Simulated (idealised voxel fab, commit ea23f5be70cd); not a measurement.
process module | voxel transistor to metal
cross-section cut | 280 nm wide | cells 5 nm
A cross-section is a grid of square cells, given in bands from the top down. A band is one or more rows of cells.
Each band's line starts with the height of the band's top and of its bottom, in nm. Then come its materials from left to right, each with its width in nm. One material with "throughout" fills the band from edge to edge. "air" is empty space.
Height 0 is the level under which the wafer as received is all one material. The lowest band goes on downwards, as in "0 down".
A width such as "30 to 40" changes by the same amount from each row of cells to the next, from the band's top row to its bottom row.
"no change" after a step means that no cell of the cross-section changed.
closed voids: empty space of 8 cells or more with no open way to the top, each as width x height at its distance from the left edge, in nm
after a step's settings: what the simulator itself notes on the step
overlay nm, on a step with a mask: how far to the right of its planned place the mask lay; to the left if negative
Each pair below shows a cross-section before one step and the cross-section after it, down to the lowest band that changed. The line under each pair gives the step between them, with its settings. The pairs can come from different runs of this module on the same starting wafer, so a pair continues from the pair above only where its "before" says so.
before
  0 down: Si throughout
  closed voids: none
after
  0 to -5: SiO2 throughout
  below -5: unchanged
  closed voids: none
the step between: op OXIDIZE | depth nm 5
before: the cross-section after the pair above
after
  10 to 0: SiN throughout
  below 0: unchanged
  closed voids: none
the step between: op CONFORMAL_DEP | material SiN | thk nm 10
before: the cross-section after the pair above
after
  25 to 10: air 20 | resist 110 | air 20 | resist 110 | air 20
  below 10: unchanged
  closed voids: none
the step between: op PATTERN | tone cover | mask id ACTIVE | material resist | width nm 110 | pitch nm 130 | thk nm 15 | overlay nm 0
before: the cross-section after the pair above
after
  25 to 10: air 20 | resist 110 | air 20 | resist 110 | air 20
  10 to 0: air 20 | SiN 110 | air 20 | SiN 110 | air 20
  below 0: unchanged
  closed voids: none
the step between: op DIRECTIONAL_ETCH | etch materials SiN | depth nm 10
before: the cross-section after the pair above
after
  25 to 10: air 20 | resist 110 | air 20 | resist 110 | air 20
  10 to 0: air 20 | SiN 110 | air 20 | SiN 110 | air 20
  0 to -5: air 20 | SiO2 110 | air 20 | SiO2 110 | air 20
  below -5: unchanged
  closed voids: none
the step between: op DIRECTIONAL_ETCH | etch materials SiO2 | depth nm 5
before: the cross-section after the pair above
after
  25 to 10: air 20 | resist 110 | air 20 | resist 110 | air 20
  10 to 0: air 20 | SiN 110 | air 20 | SiN 110 | air 20
  0 to -5: air 20 | SiO2 110 | air 20 | SiO2 110 | air 20
  -5 to -40: air 20 | Si 110 | air 20 | Si 110 | air 20
  below -40: unchanged
  closed voids: none
the step between: op DIRECTIONAL_ETCH | etch materials Si | depth nm 35
before: the cross-section after the pair above
after
  10 to 0: air 20 | SiN 110 | air 20 | SiN 110 | air 20
  below 0: unchanged
  closed voids: none
the step between: op STRIP | etch materials resist
before: the cross-section after the pair above
after
  20 to 10: SiO2 throughout
  10 to 0: SiO2 20 | SiN 110 | SiO2 20 | SiN 110 | SiO2 20
  0 to -5: SiO2 throughout
  -5 to -40: SiO2 20 | Si 110 | SiO2 20 | Si 110 | SiO2 20
  below -40: unchanged
  closed voids: none
the step between: op FILL_DEP | material SiO2 | thk nm 10
before: the cross-section after the pair above
after
  10 to 0: SiO2 20 | SiN 110 | SiO2 20 | SiN 110 | SiO2 20
  below 0: unchanged
  closed voids: none
the step between: op CMP | height nm 10
before: the cross-section after the pair above
after
  10 to 0: air 20 | SiN 110 | air 20 | SiN 110 | air 20
  below 0: unchanged
  closed voids: none
the step between: op SELECTIVE_ETCH | etch materials SiO2 | depth nm 10
before: the cross-section after the pair above
after
  0 to -5: SiO2 throughout
  below -5: unchanged
  closed voids: none
the step between: op STRIP | etch materials SiN
before: the cross-section after the pair above
after
  -5 to -40: SiO2 20 | Si 110 | SiO2 20 | Si 110 | SiO2 20
  below -40: unchanged
  closed voids: none
the step between: op SELECTIVE_ETCH | etch materials SiO2 | depth nm 5
before: the cross-section after the pair above
after
  -5 to -10: SiO2 throughout
  below -10: unchanged
  closed voids: none
the step between: op OXIDIZE | depth nm 5
before: the cross-section after the pair above
after
  20 to -5: polySi throughout
  below -5: unchanged
  closed voids: none
the step between: op DIRECTIONAL_DEP | material polySi | thk nm 25
before: the cross-section after the pair above
after
  35 to 20: SiCN throughout
  below 20: unchanged
  closed voids: none
the step between: op DIRECTIONAL_DEP | material SiCN | thk nm 15
before: the cross-section after the pair above
after
  35 to 20: air 60 | SiCN 30 | air 100 | SiCN 30 | air 60
  below 20: unchanged
  closed voids: none
the step between: op MASKED_ETCH | tone cover | mask id GATE | width nm 30 | pitch nm 130 | etch materials SiCN | depth nm 25 | overlay nm 0
before: the cross-section after the pair above
after
  35 to 20: air 60 | SiCN 30 | air 100 | SiCN 30 | air 60
  20 to -5: air 60 | polySi 30 | air 100 | polySi 30 | air 60
  below -5: unchanged
  closed voids: none
the step between: op MASKED_ETCH | tone cover | mask id GATE | width nm 30 | pitch nm 130 | etch materials polySi | depth nm 35 | overlay nm 0
before: the cross-section after the pair above
after
  45 to 35: air 50 | SiN 50 | air 80 | SiN 50 | air 50
  35 to 20: air 50 | SiN 10 | SiCN 30 | SiN 10 | air 80 | SiN 10 | SiCN 30 | SiN 10 | air 50
  20 to 5: air 50 | SiN 10 | polySi 30 | SiN 10 | air 80 | SiN 10 | polySi 30 | SiN 10 | air 50
  5 to -5: SiN 60 | polySi 30 | SiN 100 | polySi 30 | SiN 60
  below -5: unchanged
  closed voids: none
the step between: op CONFORMAL_DEP | material SiN | thk nm 10
before: the cross-section after the pair above
after
  35 to 20: air 50 | SiN 10 | SiCN 30 | SiN 10 | air 80 | SiN 10 | SiCN 30 | SiN 10 | air 50
  20 to -5: air 50 | SiN 10 | polySi 30 | SiN 10 | air 80 | SiN 10 | polySi 30 | SiN 10 | air 50
  below -5: unchanged
  closed voids: none
the step between: op DIRECTIONAL_ETCH | etch materials SiN | depth nm 10
before: the cross-section after the pair above
after
  35 to 20: air 50 | SiN 10 | SiCN 30 | SiN 10 | air 80 | SiN 10 | SiCN 30 | SiN 10 | air 50
  20 to -5: air 50 | SiN 10 | polySi 30 | SiN 10 | air 80 | SiN 10 | polySi 30 | SiN 10 | air 50
  -5 to -10: air 50 | SiO2 50 | air 80 | SiO2 50 | air 50
  below -10: unchanged
  closed voids: none
the step between: op DIRECTIONAL_ETCH | etch materials SiO2 | depth nm 5
before: the cross-section after the pair above
after
  35 to 20: air 50 | SiN 10 | SiCN 30 | SiN 10 | air 80 | SiN 10 | SiCN 30 | SiN 10 | air 50
  20 to -5: air 50 | SiN 10 | polySi 30 | SiN 10 | air 80 | SiN 10 | polySi 30 | SiN 10 | air 50
  -5 to -10: air 50 | SiO2 50 | air 80 | SiO2 50 | air 50
  -10 to -15: SiO2 20 | air 30 | Si 50 | air 30 | SiO2 20 | air 30 | Si 50 | air 30 | SiO2 20
  below -15: unchanged
  closed voids: none
the step between: op DIRECTIONAL_ETCH | etch materials Si | depth nm 5
before: the cross-section after the pair above
after
  35 to 20: air 50 | SiN 10 | SiCN 30 | SiN 10 | air 80 | SiN 10 | SiCN 30 | SiN 10 | air 50
  20 to -5: air 50 | SiN 10 | polySi 30 | SiN 10 | air 80 | SiN 10 | polySi 30 | SiN 10 | air 50
  -5 to -10: air 45 | nSi 5 | SiO2 50 | nSi 5 | air 70 | nSi 5 | SiO2 50 | nSi 5 | air 45
  -10 to -15: SiO2 20 | nSi 30 | Si 50 | nSi 30 | SiO2 20 | nSi 30 | Si 50 | nSi 30 | SiO2 20
  below -15: unchanged
  closed voids: none
the step between: op EPI | material nSi | thk nm 5
before: the cross-section after the pair above
after
  40 to 35: SiO2 throughout
  35 to 20: SiO2 50 | SiN 10 | SiCN 30 | SiN 10 | SiO2 80 | SiN 10 | SiCN 30 | SiN 10 | SiO2 50
  20 to -5: SiO2 50 | SiN 10 | polySi 30 | SiN 10 | SiO2 80 | SiN 10 | polySi 30 | SiN 10 | SiO2 50
  -5 to -10: SiO2 45 | nSi 5 | SiO2 50 | nSi 5 | SiO2 70 | nSi 5 | SiO2 50 | nSi 5 | SiO2 45
  below -10: unchanged
  closed voids: none
the step between: op FILL_DEP | material SiO2 | thk nm 5
before: the cross-section after the pair above
after
  20 to -5: SiO2 50 | SiN 10 | polySi 30 | SiN 10 | SiO2 80 | SiN 10 | polySi 30 | SiN 10 | SiO2 50
  below -5: unchanged
  closed voids: none
the step between: op CMP | height nm 20
before: the cross-section after the pair above
after
  20 to -5: SiO2 50 | SiN 10 | air 30 | SiN 10 | SiO2 80 | SiN 10 | air 30 | SiN 10 | SiO2 50
  below -5: unchanged
  closed voids: none
the step between: op STRIP | etch materials polySi
before: the cross-section after the pair above
after
  20 to 15: air 50 | SiN 10 | air 30 | SiN 10 | air 80 | SiN 10 | air 30 | SiN 10 | air 50
  15 to -5: SiO2 50 | SiN 10 | air 30 | SiN 10 | SiO2 80 | SiN 10 | air 30 | SiN 10 | SiO2 50
  -5 to -10: SiO2 45 | nSi 5 | SiO2 5 | air 40 | SiO2 5 | nSi 5 | SiO2 70 | nSi 5 | SiO2 5 | air 40 | SiO2 5 | nSi 5 | SiO2 45
  below -10: unchanged
  closed voids: none
the step between: op SELECTIVE_ETCH | etch materials SiO2 | depth nm 5
before: the cross-section after the pair above
after
  25 to 20: air 45 | HfO2 20 | air 20 | HfO2 20 | air 70 | HfO2 20 | air 20 | HfO2 20 | air 45
  20 to 15: HfO2 50 | SiN 10 | HfO2 5 | air 20 | HfO2 5 | SiN 10 | HfO2 80 | SiN 10 | HfO2 5 | air 20 | HfO2 5 | SiN 10 | HfO2 50
  15 to -5: SiO2 50 | SiN 10 | HfO2 5 | air 20 | HfO2 5 | SiN 10 | SiO2 80 | SiN 10 | HfO2 5 | air 20 | HfO2 5 | SiN 10 | SiO2 50
  -5 to -10: SiO2 45 | nSi 5 | SiO2 5 | HfO2 40 | SiO2 5 | nSi 5 | SiO2 70 | nSi 5 | SiO2 5 | HfO2 40 | SiO2 5 | nSi 5 | SiO2 45
  below -10: unchanged
  closed voids: none
the step between: op CONFORMAL_DEP | material HfO2 | thk nm 5
before: the cross-section after the pair above
after
  30 to 25: air 40 | TiN 30 | air 10 | TiN 30 | air 60 | TiN 30 | air 10 | TiN 30 | air 40
  25 to 20: TiN 45 | HfO2 20 | TiN 5 | air 10 | TiN 5 | HfO2 20 | TiN 70 | HfO2 20 | TiN 5 | air 10 | TiN 5 | HfO2 20 | TiN 45
  20 to 15: HfO2 50 | SiN 10 | HfO2 5 | TiN 5 | air 10 | TiN 5 | HfO2 5 | SiN 10 | HfO2 80 | SiN 10 | HfO2 5 | TiN 5 | air 10 | TiN 5 | HfO2 5 | SiN 10 | HfO2 50
  15 to 0: SiO2 50 | SiN 10 | HfO2 5 | TiN 5 | air 10 | TiN 5 | HfO2 5 | SiN 10 | SiO2 80 | SiN 10 | HfO2 5 | TiN 5 | air 10 | TiN 5 | HfO2 5 | SiN 10 | SiO2 50
  0 to -5: SiO2 50 | SiN 10 | HfO2 5 | TiN 20 | HfO2 5 | SiN 10 | SiO2 80 | SiN 10 | HfO2 5 | TiN 20 | HfO2 5 | SiN 10 | SiO2 50
  below -5: unchanged
  closed voids: none
the step between: op CONFORMAL_DEP | material TiN | thk nm 5
before: the cross-section after the pair above
after
  35 to 30: W throughout
  30 to 25: W 40 | TiN 30 | W 10 | TiN 30 | W 60 | TiN 30 | W 10 | TiN 30 | W 40
  25 to 20: TiN 45 | HfO2 20 | TiN 5 | W 10 | TiN 5 | HfO2 20 | TiN 70 | HfO2 20 | TiN 5 | W 10 | TiN 5 | HfO2 20 | TiN 45
  20 to 15: HfO2 50 | SiN 10 | HfO2 5 | TiN 5 | W 10 | TiN 5 | HfO2 5 | SiN 10 | HfO2 80 | SiN 10 | HfO2 5 | TiN 5 | W 10 | TiN 5 | HfO2 5 | SiN 10 | HfO2 50
  15 to 0: SiO2 50 | SiN 10 | HfO2 5 | TiN 5 | W 10 | TiN 5 | HfO2 5 | SiN 10 | SiO2 80 | SiN 10 | HfO2 5 | TiN 5 | W 10 | TiN 5 | HfO2 5 | SiN 10 | SiO2 50
  below 0: unchanged
  closed voids: none
the step between: op FILL_DEP | material W | thk nm 5
before: the cross-section after the pair above
after
  15 to 0: SiO2 50 | SiN 10 | HfO2 5 | TiN 5 | W 10 | TiN 5 | HfO2 5 | SiN 10 | SiO2 80 | SiN 10 | HfO2 5 | TiN 5 | W 10 | TiN 5 | HfO2 5 | SiN 10 | SiO2 50
  below 0: unchanged
  closed voids: none
the step between: op CMP | height nm 15
before: the cross-section after the pair above
after
  25 to 15: SiO2 throughout
  below 15: unchanged
  closed voids: none
the step between: op DIRECTIONAL_DEP | material SiO2 | thk nm 10
before: the cross-section after the pair above
after
  40 to 25: resist 30 | air 15 | resist 60 | air 15 | resist 40 | air 15 | resist 60 | air 15 | resist 30
  below 25: unchanged
  closed voids: none
the step between: op PATTERN | tone open | mask id CONTACT | material resist | width nm 15 | thk nm 15 | overlay nm 0
before: the cross-section after the pair above
after
  40 to 25: resist 30 | air 15 | resist 60 | air 15 | resist 40 | air 15 | resist 60 | air 15 | resist 30
  25 to 15: SiO2 30 | air 15 | SiO2 60 | air 15 | SiO2 40 | air 15 | SiO2 60 | air 15 | SiO2 30
  15 to 0: SiO2 30 | air 15 | SiO2 5 | SiN 10 | HfO2 5 | TiN 5 | W 10 | TiN 5 | HfO2 5 | SiN 10 | SiO2 5 | air 15 | SiO2 40 | air 15 | SiO2 5 | SiN 10 | HfO2 5 | TiN 5 | W 10 | TiN 5 | HfO2 5 | SiN 10 | SiO2 5 | air 15 | SiO2 30
  0 to -5: SiO2 30 | air 15 | SiO2 5 | SiN 10 | HfO2 5 | TiN 20 | HfO2 5 | SiN 10 | SiO2 5 | air 15 | SiO2 40 | air 15 | SiO2 5 | SiN 10 | HfO2 5 | TiN 20 | HfO2 5 | SiN 10 | SiO2 5 | air 15 | SiO2 30
  -5 to -10: SiO2 30 | air 15 | nSi 5 | SiO2 5 | HfO2 40 | SiO2 5 | nSi 5 | air 15 | SiO2 40 | air 15 | nSi 5 | SiO2 5 | HfO2 40 | SiO2 5 | nSi 5 | air 15 | SiO2 30
  below -10: unchanged
  closed voids: none
the step between: op DIRECTIONAL_ETCH | etch materials SiO2 | depth nm 35
before: the cross-section after the pair above
after
  25 to 15: SiO2 30 | air 15 | SiO2 60 | air 15 | SiO2 40 | air 15 | SiO2 60 | air 15 | SiO2 30
  below 15: unchanged
  closed voids: none
the step between: op STRIP | etch materials resist
before: the cross-section after the pair above
after
  30 to 25: TiN 35 | air 5 | TiN 70 | air 5 | TiN 50 | air 5 | TiN 70 | air 5 | TiN 35
  25 to 15: SiO2 30 | TiN 5 | air 5 | TiN 5 | SiO2 60 | TiN 5 | air 5 | TiN 5 | SiO2 40 | TiN 5 | air 5 | TiN 5 | SiO2 60 | TiN 5 | air 5 | TiN 5 | SiO2 30
  15 to 0: SiO2 30 | TiN 5 | air 5 | TiN 5 | SiO2 5 | SiN 10 | HfO2 5 | TiN 5 | W 10 | TiN 5 | HfO2 5 | SiN 10 | SiO2 5 | TiN 5 | air 5 | TiN 5 | SiO2 40 | TiN 5 | air 5 | TiN 5 | SiO2 5 | SiN 10 | HfO2 5 | TiN 5 | W 10 | TiN 5 | HfO2 5 | SiN 10 | SiO2 5 | TiN 5 | air 5 | TiN 5 | SiO2 30
  0 to -5: SiO2 30 | TiN 5 | air 5 | TiN 5 | SiO2 5 | SiN 10 | HfO2 5 | TiN 20 | HfO2 5 | SiN 10 | SiO2 5 | TiN 5 | air 5 | TiN 5 | SiO2 40 | TiN 5 | air 5 | TiN 5 | SiO2 5 | SiN 10 | HfO2 5 | TiN 20 | HfO2 5 | SiN 10 | SiO2 5 | TiN 5 | air 5 | TiN 5 | SiO2 30
  -5 to -10: SiO2 30 | TiN 15 | nSi 5 | SiO2 5 | HfO2 40 | SiO2 5 | nSi 5 | TiN 15 | SiO2 40 | TiN 15 | nSi 5 | SiO2 5 | HfO2 40 | SiO2 5 | nSi 5 | TiN 15 | SiO2 30
  below -10: unchanged
  closed voids: none
the step between: op CONFORMAL_DEP | material TiN | thk nm 5
before: the cross-section after the pair above
after
  40 to 30: W throughout
  30 to 25: TiN 35 | W 5 | TiN 70 | W 5 | TiN 50 | W 5 | TiN 70 | W 5 | TiN 35
  25 to 15: SiO2 30 | TiN 5 | W 5 | TiN 5 | SiO2 60 | TiN 5 | W 5 | TiN 5 | SiO2 40 | TiN 5 | W 5 | TiN 5 | SiO2 60 | TiN 5 | W 5 | TiN 5 | SiO2 30
  15 to 0: SiO2 30 | TiN 5 | W 5 | TiN 5 | SiO2 5 | SiN 10 | HfO2 5 | TiN 5 | W 10 | TiN 5 | HfO2 5 | SiN 10 | SiO2 5 | TiN 5 | W 5 | TiN 5 | SiO2 40 | TiN 5 | W 5 | TiN 5 | SiO2 5 | SiN 10 | HfO2 5 | TiN 5 | W 10 | TiN 5 | HfO2 5 | SiN 10 | SiO2 5 | TiN 5 | W 5 | TiN 5 | SiO2 30
  0 to -5: SiO2 30 | TiN 5 | W 5 | TiN 5 | SiO2 5 | SiN 10 | HfO2 5 | TiN 20 | HfO2 5 | SiN 10 | SiO2 5 | TiN 5 | W 5 | TiN 5 | SiO2 40 | TiN 5 | W 5 | TiN 5 | SiO2 5 | SiN 10 | HfO2 5 | TiN 20 | HfO2 5 | SiN 10 | SiO2 5 | TiN 5 | W 5 | TiN 5 | SiO2 30
  below -5: unchanged
  closed voids: none
the step between: op FILL_DEP | material W | thk nm 10
before: the cross-section after the pair above
after
  25 to 15: SiO2 30 | TiN 5 | W 5 | TiN 5 | SiO2 60 | TiN 5 | W 5 | TiN 5 | SiO2 40 | TiN 5 | W 5 | TiN 5 | SiO2 60 | TiN 5 | W 5 | TiN 5 | SiO2 30
  below 15: unchanged
  closed voids: none
the step between: op CMP | height nm 25
before: the cross-section after the pair above
after
  30 to 25: SiCN throughout
  below 25: unchanged
  closed voids: none
the step between: op CONFORMAL_DEP | material SiCN | thk nm 5
before: the cross-section after the pair above
after
  55 to 30: lowk throughout
  below 30: unchanged
  closed voids: none
the step between: op DIRECTIONAL_DEP | material lowk | thk nm 25
before: the cross-section after the pair above
after
  70 to 55: resist 30 | air 15 | resist 60 | air 15 | resist 40 | air 15 | resist 60 | air 15 | resist 30
  below 55: unchanged
  closed voids: none
the step between: op PATTERN | tone open | mask id METAL_1 | material resist | width nm 15 | thk nm 15 | overlay nm 0
before: the cross-section after the pair above
after
  70 to 55: resist 30 | air 15 | resist 60 | air 15 | resist 40 | air 15 | resist 60 | air 15 | resist 30
  55 to 30: lowk 30 | air 15 | lowk 60 | air 15 | lowk 40 | air 15 | lowk 60 | air 15 | lowk 30
  below 30: unchanged
  closed voids: none
the step between: op DIRECTIONAL_ETCH | etch materials lowk | depth nm 25
before: the cross-section after the pair above
after
  70 to 55: resist 30 | air 15 | resist 60 | air 15 | resist 40 | air 15 | resist 60 | air 15 | resist 30
  55 to 30: lowk 30 | air 15 | lowk 60 | air 15 | lowk 40 | air 15 | lowk 60 | air 15 | lowk 30
  30 to 25: SiCN 30 | air 15 | SiCN 60 | air 15 | SiCN 40 | air 15 | SiCN 60 | air 15 | SiCN 30
  below 25: unchanged
  closed voids: none
the step between: op DIRECTIONAL_ETCH | etch materials SiCN | depth nm 5
before: the cross-section after the pair above
after
  55 to 30: lowk 30 | air 15 | lowk 60 | air 15 | lowk 40 | air 15 | lowk 60 | air 15 | lowk 30
  below 30: unchanged
  closed voids: none
the step between: op STRIP | etch materials resist
before: the cross-section after the pair above
after
  60 to 55: TiN 35 | air 5 | TiN 70 | air 5 | TiN 50 | air 5 | TiN 70 | air 5 | TiN 35
  55 to 30: lowk 30 | TiN 5 | air 5 | TiN 5 | lowk 60 | TiN 5 | air 5 | TiN 5 | lowk 40 | TiN 5 | air 5 | TiN 5 | lowk 60 | TiN 5 | air 5 | TiN 5 | lowk 30
  30 to 25: SiCN 30 | TiN 15 | SiCN 60 | TiN 15 | SiCN 40 | TiN 15 | SiCN 60 | TiN 15 | SiCN 30
  below 25: unchanged
  closed voids: none
the step between: op CONFORMAL_DEP | material TiN | thk nm 5
before: the cross-section after the pair above
after
  65 to 60: Ru throughout
  60 to 55: TiN 35 | Ru 5 | TiN 70 | Ru 5 | TiN 50 | Ru 5 | TiN 70 | Ru 5 | TiN 35
  55 to 30: lowk 30 | TiN 5 | Ru 5 | TiN 5 | lowk 60 | TiN 5 | Ru 5 | TiN 5 | lowk 40 | TiN 5 | Ru 5 | TiN 5 | lowk 60 | TiN 5 | Ru 5 | TiN 5 | lowk 30
  below 30: unchanged
  closed voids: none
the step between: op FILL_DEP | material Ru | thk nm 5
before: the cross-section after the pair above
after
  55 to 30: lowk 30 | TiN 5 | Ru 5 | TiN 5 | lowk 60 | TiN 5 | Ru 5 | TiN 5 | lowk 40 | TiN 5 | Ru 5 | TiN 5 | lowk 60 | TiN 5 | Ru 5 | TiN 5 | lowk 30
  below 30: unchanged
  closed voids: none
the step between: op CMP | height nm 55
before: the cross-section after the pair above
after
  60 to 55: SiCN throughout
  below 55: unchanged
  closed voids: none
the step between: op CONFORMAL_DEP | material SiCN | thk nm 5
before
  20 to 15: air 50 | SiN 10 | air 30 | SiN 10 | air 80 | SiN 10 | air 30 | SiN 10 | air 50
  15 to -5: SiO2 50 | SiN 10 | air 30 | SiN 10 | SiO2 80 | SiN 10 | air 30 | SiN 10 | SiO2 50
  -5 to -10: SiO2 45 | nSi 5 | SiO2 5 | air 40 | SiO2 5 | nSi 5 | SiO2 70 | nSi 5 | SiO2 5 | air 40 | SiO2 5 | nSi 5 | SiO2 45
  -10 to -15: SiO2 20 | nSi 30 | Si 50 | nSi 30 | SiO2 20 | nSi 30 | Si 50 | nSi 30 | SiO2 20
  -15 to -40: SiO2 20 | Si 110 | SiO2 20 | Si 110 | SiO2 20
  -40 down: Si throughout
  closed voids: none
after
  25 to 20: air 45 | TiN 20 | air 20 | TiN 20 | air 70 | TiN 20 | air 20 | TiN 20 | air 45
  20 to 15: TiN 50 | SiN 10 | TiN 5 | air 20 | TiN 5 | SiN 10 | TiN 80 | SiN 10 | TiN 5 | air 20 | TiN 5 | SiN 10 | TiN 50
  15 to -5: SiO2 50 | SiN 10 | TiN 5 | air 20 | TiN 5 | SiN 10 | SiO2 80 | SiN 10 | TiN 5 | air 20 | TiN 5 | SiN 10 | SiO2 50
  -5 to -10: SiO2 45 | nSi 5 | SiO2 5 | TiN 40 | SiO2 5 | nSi 5 | SiO2 70 | nSi 5 | SiO2 5 | TiN 40 | SiO2 5 | nSi 5 | SiO2 45
  below -10: unchanged
  closed voids: none
the step between: op CONFORMAL_DEP | material TiN | thk nm 5
before: the cross-section after the pair above
after
  30 to 25: W throughout
  25 to 20: W 45 | TiN 20 | W 20 | TiN 20 | W 70 | TiN 20 | W 20 | TiN 20 | W 45
  20 to 15: TiN 50 | SiN 10 | TiN 5 | W 20 | TiN 5 | SiN 10 | TiN 80 | SiN 10 | TiN 5 | W 20 | TiN 5 | SiN 10 | TiN 50
  15 to -5: SiO2 50 | SiN 10 | TiN 5 | W 20 | TiN 5 | SiN 10 | SiO2 80 | SiN 10 | TiN 5 | W 20 | TiN 5 | SiN 10 | SiO2 50
  below -5: unchanged
  closed voids: none
the step between: op FILL_DEP | material W | thk nm 5
before: the cross-section after the pair above
after
  15 to -5: SiO2 50 | SiN 10 | TiN 5 | W 20 | TiN 5 | SiN 10 | SiO2 80 | SiN 10 | TiN 5 | W 20 | TiN 5 | SiN 10 | SiO2 50
  below -5: unchanged
  closed voids: none
the step between: op CMP | height nm 15
before: the cross-section after the pair above
after
  25 to 15: SiO2 throughout
  below 15: unchanged
  closed voids: none
the step between: op DIRECTIONAL_DEP | material SiO2 | thk nm 10
before: the cross-section after the pair above
after
  40 to 25: resist 30 | air 15 | resist 60 | air 15 | resist 40 | air 15 | resist 60 | air 15 | resist 30
  below 25: unchanged
  closed voids: none
the step between: op PATTERN | tone open | mask id CONTACT | material resist | width nm 15 | thk nm 15 | overlay nm 0
before: the cross-section after the pair above
after
  40 to 25: resist 30 | air 15 | resist 60 | air 15 | resist 40 | air 15 | resist 60 | air 15 | resist 30
  25 to 15: SiO2 30 | air 15 | SiO2 60 | air 15 | SiO2 40 | air 15 | SiO2 60 | air 15 | SiO2 30
  15 to -5: SiO2 30 | air 15 | SiO2 5 | SiN 10 | TiN 5 | W 20 | TiN 5 | SiN 10 | SiO2 5 | air 15 | SiO2 40 | air 15 | SiO2 5 | SiN 10 | TiN 5 | W 20 | TiN 5 | SiN 10 | SiO2 5 | air 15 | SiO2 30
  -5 to -10: SiO2 30 | air 15 | nSi 5 | SiO2 5 | TiN 40 | SiO2 5 | nSi 5 | air 15 | SiO2 40 | air 15 | nSi 5 | SiO2 5 | TiN 40 | SiO2 5 | nSi 5 | air 15 | SiO2 30
  below -10: unchanged
  closed voids: none
the step between: op DIRECTIONAL_ETCH | etch materials SiO2 | depth nm 35
before: the cross-section after the pair above
after
  25 to 15: SiO2 30 | air 15 | SiO2 60 | air 15 | SiO2 40 | air 15 | SiO2 60 | air 15 | SiO2 30
  below 15: unchanged
  closed voids: none
the step between: op STRIP | etch materials resist
before: the cross-section after the pair above
after
  30 to 25: TiN 35 | air 5 | TiN 70 | air 5 | TiN 50 | air 5 | TiN 70 | air 5 | TiN 35
  25 to 15: SiO2 30 | TiN 5 | air 5 | TiN 5 | SiO2 60 | TiN 5 | air 5 | TiN 5 | SiO2 40 | TiN 5 | air 5 | TiN 5 | SiO2 60 | TiN 5 | air 5 | TiN 5 | SiO2 30
  15 to -5: SiO2 30 | TiN 5 | air 5 | TiN 5 | SiO2 5 | SiN 10 | TiN 5 | W 20 | TiN 5 | SiN 10 | SiO2 5 | TiN 5 | air 5 | TiN 5 | SiO2 40 | TiN 5 | air 5 | TiN 5 | SiO2 5 | SiN 10 | TiN 5 | W 20 | TiN 5 | SiN 10 | SiO2 5 | TiN 5 | air 5 | TiN 5 | SiO2 30
  -5 to -10: SiO2 30 | TiN 15 | nSi 5 | SiO2 5 | TiN 40 | SiO2 5 | nSi 5 | TiN 15 | SiO2 40 | TiN 15 | nSi 5 | SiO2 5 | TiN 40 | SiO2 5 | nSi 5 | TiN 15 | SiO2 30
  below -10: unchanged
  closed voids: none
the step between: op CONFORMAL_DEP | material TiN | thk nm 5
before: the cross-section after the pair above
after
  40 to 30: W throughout
  30 to 25: TiN 35 | W 5 | TiN 70 | W 5 | TiN 50 | W 5 | TiN 70 | W 5 | TiN 35
  25 to 15: SiO2 30 | TiN 5 | W 5 | TiN 5 | SiO2 60 | TiN 5 | W 5 | TiN 5 | SiO2 40 | TiN 5 | W 5 | TiN 5 | SiO2 60 | TiN 5 | W 5 | TiN 5 | SiO2 30
  15 to -5: SiO2 30 | TiN 5 | W 5 | TiN 5 | SiO2 5 | SiN 10 | TiN 5 | W 20 | TiN 5 | SiN 10 | SiO2 5 | TiN 5 | W 5 | TiN 5 | SiO2 40 | TiN 5 | W 5 | TiN 5 | SiO2 5 | SiN 10 | TiN 5 | W 20 | TiN 5 | SiN 10 | SiO2 5 | TiN 5 | W 5 | TiN 5 | SiO2 30
  below -5: unchanged
  closed voids: none
the step between: op FILL_DEP | material W | thk nm 10
before: the cross-section after the pair above
after
  25 to 15: SiO2 30 | TiN 5 | W 5 | TiN 5 | SiO2 60 | TiN 5 | W 5 | TiN 5 | SiO2 40 | TiN 5 | W 5 | TiN 5 | SiO2 60 | TiN 5 | W 5 | TiN 5 | SiO2 30
  below 15: unchanged
  closed voids: none
the step between: op CMP | height nm 25
before: the cross-section after the pair above
after
  30 to 25: SiCN throughout
  below 25: unchanged
  closed voids: none
the step between: op CONFORMAL_DEP | material SiCN | thk nm 5
before: the cross-section after the pair above
after
  55 to 30: lowk throughout
  below 30: unchanged
  closed voids: none
the step between: op DIRECTIONAL_DEP | material lowk | thk nm 25
before: the cross-section after the pair above
after
  70 to 55: resist 30 | air 15 | resist 60 | air 15 | resist 40 | air 15 | resist 60 | air 15 | resist 30
  below 55: unchanged
  closed voids: none
the step between: op PATTERN | tone open | mask id METAL_1 | material resist | width nm 15 | thk nm 15 | overlay nm 0
before: the cross-section after the pair above
after
  70 to 55: resist 30 | air 15 | resist 60 | air 15 | resist 40 | air 15 | resist 60 | air 15 | resist 30
  55 to 30: lowk 30 | air 15 | lowk 60 | air 15 | lowk 40 | air 15 | lowk 60 | air 15 | lowk 30
  below 30: unchanged
  closed voids: none
the step between: op DIRECTIONAL_ETCH | etch materials lowk | depth nm 25
before: the cross-section after the pair above
after
  70 to 55: resist 30 | air 15 | resist 60 | air 15 | resist 40 | air 15 | resist 60 | air 15 | resist 30
  55 to 30: lowk 30 | air 15 | lowk 60 | air 15 | lowk 40 | air 15 | lowk 60 | air 15 | lowk 30
  30 to 25: SiCN 30 | air 15 | SiCN 60 | air 15 | SiCN 40 | air 15 | SiCN 60 | air 15 | SiCN 30
  below 25: unchanged
  closed voids: none
the step between: op DIRECTIONAL_ETCH | etch materials SiCN | depth nm 5
before: the cross-section after the pair above
after
  55 to 30: lowk 30 | air 15 | lowk 60 | air 15 | lowk 40 | air 15 | lowk 60 | air 15 | lowk 30
  below 30: unchanged
  closed voids: none
the step between: op STRIP | etch materials resist
before: the cross-section after the pair above
after
  60 to 55: TiN 35 | air 5 | TiN 70 | air 5 | TiN 50 | air 5 | TiN 70 | air 5 | TiN 35
  55 to 30: lowk 30 | TiN 5 | air 5 | TiN 5 | lowk 60 | TiN 5 | air 5 | TiN 5 | lowk 40 | TiN 5 | air 5 | TiN 5 | lowk 60 | TiN 5 | air 5 | TiN 5 | lowk 30
  30 to 25: SiCN 30 | TiN 15 | SiCN 60 | TiN 15 | SiCN 40 | TiN 15 | SiCN 60 | TiN 15 | SiCN 30
  below 25: unchanged
  closed voids: none
the step between: op CONFORMAL_DEP | material TiN | thk nm 5
before: the cross-section after the pair above
after
  65 to 60: Ru throughout
  60 to 55: TiN 35 | Ru 5 | TiN 70 | Ru 5 | TiN 50 | Ru 5 | TiN 70 | Ru 5 | TiN 35
  55 to 30: lowk 30 | TiN 5 | Ru 5 | TiN 5 | lowk 60 | TiN 5 | Ru 5 | TiN 5 | lowk 40 | TiN 5 | Ru 5 | TiN 5 | lowk 60 | TiN 5 | Ru 5 | TiN 5 | lowk 30
  below 30: unchanged
  closed voids: none
the step between: op FILL_DEP | material Ru | thk nm 5
